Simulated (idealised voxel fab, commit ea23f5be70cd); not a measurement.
This is a process module. Its name is voxel spacer lines.
230 nm wide, 5 nm square cells: that's cross-section cut.
Cross-section spec: square-cell grid; bands listed top down; each band is one or more rows. Look at the band entry: it leads with the top's height and the bottom's height in nm. Then it lists the materials left to right, with a width in nm for each. The word "throughout" on a single material says that material fills the band edge to edge. The word "air" is empty space. Heights are expressed relative to 0, this being the level below which the as-received wafer comprises one material exclusively. The lowest band is unbounded in the downward direction and is denoted as in "0..down". Width spec "30 to 40" -> top row of cells at first value, bottom row at second value, equal per-row change in between. Where a step carries "stayed the same", the cross-section came out of it unchanged, cell for cell. Empty spaces without an open route to the top, at least 8 cells in extent, make up the entry "Closed internal voids"; each is given as width x height at distance, where the distance is measured from the left edge, and all are in nm. The remark found on a step's line after its settings is issued by the simulator itself and pertains to that step. The "overlay nm" setting may appear on a step's line; for a step that uses a mask, it gives how far to the right of its planned position the mask lay, and a negative value indicates the left.
The planned process steps are enumerated hereunder:
1) RECEIVE with material Si
2) CONFORMAL_DEP with material Al2O3, thk nm 5
3) DIRECTIONAL_DEP with material SiN, thk nm 15
4) DIRECTIONAL_DEP with material aC, thk nm 25
5) PATTERN with tone cover, mask id MANDREL, material resist, width nm 25, pitch nm 80, thk nm 30, overlay nm -15
6) DIRECTIONAL_ETCH with etch materials aC, depth nm 25
7) STRIP with etch materials resist
8) CONFORMAL_DEP with material SiO2, thk nm 15
9) DIRECTIONAL_ETCH with etch materials SiO2, depth nm 15
10) STRIP with etch materials aC
11) DIRECTIONAL_ETCH with etch materials SiN, depth nm 15
12) STRIP with etch materials SiO2
The value of overlay nm given for step 5 in the plan refers to the first wafer; the wafers vary in this setting and are alike at the start.
Cross-section of the first incoming wafer of several, state after step 1:
	0..down | Si throughout
	Closed internal voids: none
Rows = wafers. At module end, each row lists per material the cells gained (+) or lost (-) since the wafer was received, then the closed voids:
overlay nm -15, +46 Al2O3, +36 SiN, Closed internal voids: none
overlay nm -10, +46 Al2O3, +36 SiN, Closed internal voids: none
overlay nm -5, +46 Al2O3, +36 SiN, Closed internal voids: none
overlay nm 0, +46 Al2O3, +36 SiN, Closed internal voids: none
overlay nm 5, +46 Al2O3, +36 SiN, Closed internal voids: none
overlay nm 10, +46 Al2O3, +36 SiN, Closed internal voids: none
overlay nm 15, +46 Al2O3, +36 SiN, Closed internal voids: none
